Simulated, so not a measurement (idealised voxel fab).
Process module in this document: voxel trench capacitor
Xsec cut, 255 nm wide, square cell size 5 nm.
Format of a cross-section: grid, square cells. Given as bands. Order: top down. Band: one or more rows of cells. In this notation a band is specified by the heights of its top and bottom, in that order and in nm, after which its materials appear from left to right, each paired with its width in nm. The word "throughout" attached to a single material means that material fills the band from edge to edge; the word "air" stands for empty space. Heights from 0 (as-received wafer is one material below). Bottom band endless downward, as "0..down". Per-row width for "30..40": begins at first number (top row of band), ends at second number (bottom row), increment between rows held constant. "everything unchanged" (step): cross-section cells unchanged, all of them. Voids not open to the top, 8 cells minimum: see "Closed void inventory". Written width x height at distance; distance is from the left edge; nm. after a step's settings: what the simulator itself notes on the step. overlay nm: mask offset rightward from planned place, masked step; negative means leftward offset.
-- So here's the lineup of process steps we planned
1: RECEIVE with material Si
2: CONFORMAL_DEP with material SiN, thk nm 10
3: DIRECTIONAL_DEP with material aC, thk nm 15
4: PATTERN with tone open, mask id TRENCH, material resist, width nm 20, pitch nm 45, thk nm 30, overlay nm 0
5: DIRECTIONAL_ETCH with etch materials aC, depth nm 15
6: STRIP with etch materials resist
7: DIRECTIONAL_ETCH with etch materials SiN, depth nm 10
8: DIRECTIONAL_ETCH with etch materials Si, depth nm 30
9: STRIP with etch materials aC
10: CONFORMAL_DEP with material SiO2, thk nm 5
11: FILL_DEP with material polySi, thk nm 10
12: CMP with height nm 10
-- Cross-section of the wafer at receipt, which is the condition after step 1
	0..down | Si throughout
	Closed void inventory: none
-- Starting wafer: above. Plan: above. Run: one mistake. Cross-section after the module: below
	10..0 | 50 of SiN, 5 of SiO2, 10 of polySi, 5 of SiO2, 25 of SiN, 5 of SiO2, 10 of polySi, 5 of SiO2, 25 of SiN, 5 of SiO2, 10 of polySi, 5 of SiO2, 25 of SiN, 5 of SiO2, 10 of polySi, 5 of SiO2, 50 of SiN
	0..-30 | 50 of Si, 5 of SiO2, 10 of polySi, 5 of SiO2, 25 of Si, 5 of SiO2, 10 of polySi, 5 of SiO2, 25 of Si, 5 of SiO2, 10 of polySi, 5 of SiO2, 25 of Si, 5 of SiO2, 10 of polySi, 5 of SiO2, 50 of Si
	-30..-35 | 50 of Si, 20 of SiO2, 25 of Si, 20 of SiO2, 25 of Si, 20 of SiO2, 25 of Si, 20 of SiO2, 50 of Si
	-35..down | Si throughout
	Closed void inventory: none
Error vs. plan: not per plan at step 8, really ran DIRECTIONAL_ETCH with etch materials Si, depth nm 35
